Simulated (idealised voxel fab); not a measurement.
Process module heading - voxel gate over fins
The cross-section on display is named cut; it measures 220 nm wide, and its cells are 5 nm squares.
Think of the cross-section as a grid of square cells. We describe it in bands, top to bottom, and each band covers one or more rows of those cells.
Basically the band line says how high the top is and how high the bottom is, in nm, and then what's in it from left to right, every material with its width in nm. Empty space shows up as "air", and if a single material carries "full width" it runs the full band edge to edge.
The reference from which all heights are counted is 0, the level beneath which the as-received wafer is entirely one material; the lowest band, having no lower bound, proceeds downward and is written after the example "0 -> down".
The two numbers in a width such as "30->40" mark its ends across the band: the first belongs to the top row of cells, the second to the bottom row, and from each row to the next the width moves by the same amount.
Where the words "nothing changed" appear for a step, the cross-section shows no cell changed by that step; every cell remained as before.
Look at "Fully enclosed voids" for the closed voids: empty spaces with no open path to the top, sized 8 cells or up. Each is width x height at distance, distance from the left edge, all nm.
Heads up: the bit after the settings on a step's line is the simulator's remark on that step.
Steps that use a mask can have "overlay nm" on their line. It says how far the mask sat to the right of where it was meant to be. Negative means to the left.

Process steps foreseen in the plan:
1: RECEIVE (material Si)
2: CONFORMAL_DEP (material SiN; thk nm 10)
3: MASKED_ETCH (tone cover; mask id FINS; width nm 15; pitch nm 35; etch materials SiN; depth nm 10; overlay nm 0)
4: MASKED_ETCH (tone cover; mask id FINS; width nm 15; pitch nm 35; etch materials Si; depth nm 30; overlay nm 0)
5: OXIDIZE (depth nm 5)
6: FILL_DEP (material SiO2; thk nm 10)
7: CMP (height nm 10)
8: SELECTIVE_ETCH (etch materials SiO2; depth nm 25)
9: STRIP (etch materials SiN)
10: CONFORMAL_DEP (material HfO2; thk nm 5)
11: CONFORMAL_DEP (material TiN; thk nm 5)
12: CONFORMAL_DEP (material TiAl; thk nm 5)
13: CONFORMAL_DEP (material TiN; thk nm 5)
14: FILL_DEP (material W; thk nm 15)
15: CMP (height nm 30)
16: CONFORMAL_DEP (material SiN; thk nm 5)

Here's what the wafer looked like in cross-section when it arrived - that's after step 1:
  0 -> down  Si full width
  Fully enclosed voids: none

As-planned run: cross-section of the first of two wafers at end of module:
  35 -> 30  SiN full width
  30 -> 20  W full width
  20 -> 15  W: 70, TiN: 80, W: 70
  15 -> 10  W: 70, TiN: 5, TiAl: 70, TiN: 5, W: 70
  10 -> 5  W: 70, TiN: 5, TiAl: 5, TiN: 25, TiAl: 10, TiN: 25, TiAl: 5, TiN: 5, W: 70
  5 -> 0  TiN: 75, TiAl: 5, TiN: 5, HfO2: 15, TiN: 5, TiAl: 10, TiN: 5, HfO2: 15, TiN: 5, TiAl: 5, TiN: 75
  0 -> -5  TiAl: 80, TiN: 5, HfO2: 5, Si: 5, HfO2: 5, TiN: 5, TiAl: 10, TiN: 5, HfO2: 5, Si: 5, HfO2: 5, TiN: 5, TiAl: 80
  -5 -> -10  TiN: 85, HfO2: 5, Si: 5, HfO2: 5, TiN: 20, HfO2: 5, Si: 5, HfO2: 5, TiN: 85
  -10 -> -15  HfO2: 90, Si: 5, HfO2: 30, Si: 5, HfO2: 90
  -15 -> -35  SiO2: 90, Si: 5, SiO2: 30, Si: 5, SiO2: 90
  -35 -> down  Si full width
  Fully enclosed voids: none

Second wafer at the end: like start, like plan, one mistake:
  35 -> 30  SiN full width
  30 -> 20  W full width
  20 -> 15  W: 70, TiN: 80, W: 70
  15 -> 10  W: 70, TiN: 5, TiAl: 70, TiN: 5, W: 70
  10 -> 5  W: 70, TiN: 5, TiAl: 5, TiN: 25, TiAl: 10, TiN: 25, TiAl: 5, TiN: 5, W: 70
  5 -> 0  TiN: 75, TiAl: 5, TiN: 5, HfO2: 15, TiN: 5, TiAl: 10, TiN: 5, HfO2: 15, TiN: 5, TiAl: 5, TiN: 75
  0 -> -5  TiAl: 80, TiN: 5, HfO2: 5, Si: 5, HfO2: 5, TiN: 5, TiAl: 10, TiN: 5, HfO2: 5, Si: 5, HfO2: 5, TiN: 5, TiAl: 80
  -5 -> -10  TiN: 85, HfO2: 5, Si: 5, HfO2: 5, TiN: 20, HfO2: 5, Si: 5, HfO2: 5, TiN: 85
  -10 -> -15  HfO2: 90, Si: 5, HfO2: 30, Si: 5, HfO2: 90
  -15 -> -65  SiO2: 90, Si: 5, SiO2: 30, Si: 5, SiO2: 90
  -65 -> down  Si full width
  Fully enclosed voids: none
Deviation noted in wafer processing: plan step 4 was twice executed
Final comparison by cell count, materials where the second wafer has more or fewer than the first: Si: 252 fewer, SiO2: 252 more
